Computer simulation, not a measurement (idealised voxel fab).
This is a process module. Its name is voxel double patterning.
175 nm wide, 5 nm square cells: that's cross-section cut.
In what follows, cross-sections appear as grids of square cells, described through bands that run from the top down, where every band is one or more rows of cells.
The entry gives the band's vertical extent as a top height and a bottom height in nm, then its horizontal make-up as materials from left to right, each with a width in nm. "air" stands for empty space; a single material marked "full width" fills the band edge to edge.
All heights in this document are referenced to 0, defined as the level beneath which the wafer, as received, consists entirely of one material. The lowest band is not bounded below; it extends indefinitely downward and is written in the form "top 0, no bottom".
Per-row width for "30 to 40": begins at first number (top row of band), ends at second number (bottom row), increment between rows held constant.
Where the words "no alterations made" appear for a step, the cross-section shows no cell changed by that step; every cell remained as before.
Entry "Unvented voids" = empty spaces >= 8 cells with no open way to the top; each as width x height at distance, distance from left edge, all nm.
Heads up: the bit after the settings on a step's line is the simulator's remark on that step.
The "overlay nm" setting may appear on a step's line; for a step that uses a mask, it gives how far to the right of its planned position the mask lay, and a negative value indicates the left.

Steps planned for the process
1 RECEIVE [material Si]
2 CONFORMAL_DEP [material SiN] [thk nm 10]
3 DIRECTIONAL_DEP [material SiO2] [thk nm 15]
4 DIRECTIONAL_DEP [material SiCN] [thk nm 10]
5 DIRECTIONAL_DEP [material aC] [thk nm 10]
6 PATTERN [tone open] [mask id FIRST] [material resist] [width nm 15] [pitch nm 50] [thk nm 30] [overlay nm 0]
7 DIRECTIONAL_ETCH [etch materials aC] [depth nm 10]
8 STRIP [etch materials resist]
9 DIRECTIONAL_ETCH [etch materials SiCN] [depth nm 10]
10 STRIP [etch materials aC]
11 MASKED_ETCH [tone open] [mask id SECOND] [width nm 15] [pitch nm 50] [etch materials SiCN] [depth nm 10] [overlay nm 0]
12 DIRECTIONAL_ETCH [etch materials SiO2] [depth nm 15]
13 STRIP [etch materials SiCN]

First wafer of two (run as planned)

As received (post step 1): cross-section
> top 0, no bottom = Si full width
> Unvented voids: none

The wafer in cross-section once step 2 is complete
> top 10, bottom 0 = SiN full width
> Rest of section, below 0: as before.

The wafer in cross-section once step 3 is complete
> top 25, bottom 10 = SiO2 full width
> Rest of section, below 10: as before.

The wafer in cross-section once step 4 is complete
> top 35, bottom 25 = SiCN full width
> Rest of section, below 25: as before.

The wafer in cross-section once step 5 is complete
> top 45, bottom 35 = aC full width
> Rest of section, below 35: as before.

The wafer in cross-section once step 6 is complete
> top 75, bottom 45 = resist 30; air 15; resist 35; air 15; resist 35; air 15; resist 30
> Rest of section, below 45: as before.

The wafer in cross-section once step 7 is complete
> top 65, bottom 45 = resist 30; air 15; resist 35; air 15; resist 35; air 15; resist 30
> top 45, bottom 35 = aC 30; air 15; aC 35; air 15; aC 35; air 15; aC 30
> Rest of section, below 35: as before.

The wafer in cross-section once step 8 is complete
> top 45, bottom 35 = aC 30; air 15; aC 35; air 15; aC 35; air 15; aC 30
> Rest of section, below 35: as before.

The wafer in cross-section once step 9 is complete
> top 45, bottom 35 = aC 30; air 15; aC 35; air 15; aC 35; air 15; aC 30
> top 35, bottom 25 = SiCN 30; air 15; SiCN 35; air 15; SiCN 35; air 15; SiCN 30
> Rest of section, below 25: as before.

The wafer in cross-section once step 10 is complete
> top 35, bottom 25 = SiCN 30; air 15; SiCN 35; air 15; SiCN 35; air 15; SiCN 30
> Rest of section, below 25: as before.

The wafer in cross-section once step 11 is complete
> top 35, bottom 25 = SiCN 30; air 15; SiCN 10; air 15; SiCN 10; air 15; SiCN 10; air 15; SiCN 10; air 15; SiCN 30
> Rest of section, below 25: as before.

The wafer in cross-section once step 12 is complete
> top 35, bottom 25 = SiCN 30; air 15; SiCN 10; air 15; SiCN 10; air 15; SiCN 10; air 15; SiCN 10; air 15; SiCN 30
> top 25, bottom 10 = SiO2 30; air 15; SiO2 10; air 15; SiO2 10; air 15; SiO2 10; air 15; SiO2 10; air 15; SiO2 30
> Rest of section, below 10: as before.

The wafer in cross-section once step 13 is complete
> top 25, bottom 10 = SiO2 30; air 15; SiO2 10; air 15; SiO2 10; air 15; SiO2 10; air 15; SiO2 10; air 15; SiO2 30
> Rest of section, below 10: as before.

Second wafer: same start and same plan as the first, one execution error; identical to the first through step 1

What the second wafer looks like in cross-section when step 2 should have wrapped up
> top 10, bottom 0 = SiO2 full width
> Rest of section, below 0: as before.

What the second wafer looks like in cross-section when step 3 should have wrapped up
> top 25, bottom 0 = SiO2 full width
> Rest of section, below 0: as before.

What the second wafer looks like in cross-section when step 4 should have wrapped up
> top 35, bottom 25 = SiCN full width
> Rest of section, below 25: as before.

What the second wafer looks like in cross-section when step 5 should have wrapped up
> top 45, bottom 35 = aC full width
> Rest of section, below 35: as before.

What the second wafer looks like in cross-section when step 6 should have wrapped up
> top 75, bottom 45 = resist 30; air 15; resist 35; air 15; resist 35; air 15; resist 30
> Rest of section, below 45: as before.

What the second wafer looks like in cross-section when step 7 should have wrapped up
> top 65, bottom 45 = resist 30; air 15; resist 35; air 15; resist 35; air 15; resist 30
> top 45, bottom 35 = aC 30; air 15; aC 35; air 15; aC 35; air 15; aC 30
> Rest of section, below 35: as before.

What the second wafer looks like in cross-section when step 8 should have wrapped up
> top 45, bottom 35 = aC 30; air 15; aC 35; air 15; aC 35; air 15; aC 30
> Rest of section, below 35: as before.

What the second wafer looks like in cross-section when step 9 should have wrapped up
> top 45, bottom 35 = aC 30; air 15; aC 35; air 15; aC 35; air 15; aC 30
> top 35, bottom 25 = SiCN 30; air 15; SiCN 35; air 15; SiCN 35; air 15; SiCN 30
> Rest of section, below 25: as before.

What the second wafer looks like in cross-section when step 10 should have wrapped up
> top 35, bottom 25 = SiCN 30; air 15; SiCN 35; air 15; SiCN 35; air 15; SiCN 30
> Rest of section, below 25: as before.

What the second wafer looks like in cross-section when step 11 should have wrapped up
> top 35, bottom 25 = SiCN 30; air 15; SiCN 10; air 15; SiCN 10; air 15; SiCN 10; air 15; SiCN 10; air 15; SiCN 30
> Rest of section, below 25: as before.

What the second wafer looks like in cross-section when step 12 should have wrapped up
> top 35, bottom 25 = SiCN 30; air 15; SiCN 10; air 15; SiCN 10; air 15; SiCN 10; air 15; SiCN 10; air 15; SiCN 30
> top 25, bottom 10 = SiO2 30; air 15; SiO2 10; air 15; SiO2 10; air 15; SiO2 10; air 15; SiO2 10; air 15; SiO2 30
> Rest of section, below 10: as before.

What the second wafer looks like in cross-section when step 13 should have wrapped up
> top 25, bottom 10 = SiO2 30; air 15; SiO2 10; air 15; SiO2 10; air 15; SiO2 10; air 15; SiO2 10; air 15; SiO2 30
> Rest of section, below 10: as before.
Nonconformance to the process plan: it should be noted that step 2 was executed with settings other than those planned, the operation and settings actually applied being CONFORMAL_DEP [material SiO2] [thk nm 10]
Final cells, second wafer relative to first, materials higher or lower: SiN: 70 fewer; SiO2: 70 more
